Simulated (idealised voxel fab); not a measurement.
A process module follows: voxel fin reveal.
Each square cell in cross-section cut measures 5 nm, and the section as a whole is 210 nm wide.
This document writes a cross-section as a grid whose cells are square, and gives it as bands, listed from the top down; one or more rows of cells form a band.
Look at the band entry: it leads with the top's height and the bottom's height in nm. Then it lists the materials left to right, with a width in nm for each. The word "edge to edge" on a single material says that material fills the band edge to edge. The word "air" is empty space.
Heights from 0 (as-received wafer is one material below). Bottom band endless downward, as "0 down".
The notation "30->40" denotes a width that varies across the rows of cells in the band, beginning at the first number in the top row, finishing at the second number in the bottom row, and changing by an identical amount from each row to the next.
The designation "no alteration", where it is given for a processing step, indicates that no cell of the cross-section was altered in the course of that step.
This entry, "Completely sealed voids", enumerates those empty regions of no fewer than 8 cells that possess no open connection to the top. Each region is reported in the form width x height at distance, the distance being taken from the left edge, with all three quantities expressed in nm.
On each step's line, the part that comes after the settings is the simulator's own comment on the step.
overlay nm: for a step with a mask, the amount by which the mask lay right of where it was planned; a negative amount means left of it.

# Process steps foreseen in the plan
- 1: RECEIVE (material Si)
- 2: CONFORMAL_DEP (material SiN; thk nm 10)
- 3: PATTERN (tone cover; mask id FINS; material resist; width nm 15; pitch nm 40; thk nm 20; overlay nm 0)
- 4: DIRECTIONAL_ETCH (etch materials SiN; depth nm 10)
- 5: DIRECTIONAL_ETCH (etch materials Si; depth nm 40)
- 6: STRIP (etch materials resist)
- 7: OXIDIZE (depth nm 5)
- 8: FILL_DEP (material SiO2; thk nm 5)
- 9: CMP (height nm 10)
- 10: SELECTIVE_ETCH (etch materials SiO2; depth nm 20)
- 11: STRIP (etch materials SiN)
- 12: CONFORMAL_DEP (material HfO2; thk nm 5)

# Incoming wafer in cross-section (state: after step 1)
    0 down = Si edge to edge
    Completely sealed voids: none

# Post-module cross-section of the first of two wafers (run per plan)
    5 to 0 = 55 air; 15 HfO2; 25 air; 15 HfO2; 25 air; 15 HfO2; 60 air
    0 to -5 = 55 air; 5 HfO2; 5 Si; 5 HfO2; 25 air; 5 HfO2; 5 Si; 5 HfO2; 25 air; 5 HfO2; 5 Si; 5 HfO2; 60 air
    -5 to -10 = 60 HfO2; 5 Si; 35 HfO2; 5 Si; 35 HfO2; 5 Si; 65 HfO2
    -10 to -45 = 60 SiO2; 5 Si; 35 SiO2; 5 Si; 35 SiO2; 5 Si; 65 SiO2
    -45 down = Si edge to edge
    Completely sealed voids: none

# Wafer two, end of module, cross-section. Same start, same plan as wafer one. One mistake in the run
    5 to 0 = 55 air; 15 HfO2; 25 air; 15 HfO2; 25 air; 15 HfO2; 60 air
    0 to -5 = 55 air; 5 HfO2; 5 Si; 5 HfO2; 25 air; 5 HfO2; 5 Si; 5 HfO2; 25 air; 5 HfO2; 5 Si; 5 HfO2; 60 air
    -5 to -10 = 60 HfO2; 5 Si; 35 HfO2; 5 Si; 35 HfO2; 5 Si; 65 HfO2
    -10 to -85 = 60 SiO2; 5 Si; 35 SiO2; 5 Si; 35 SiO2; 5 Si; 65 SiO2
    -85 down = Si edge to edge
    Completely sealed voids: none
Short version of what went wrong: step 5 of the plan was carried out twice
Final comparison by cell count, materials where the second wafer has more or fewer than the first: Si -312; SiO2 +312
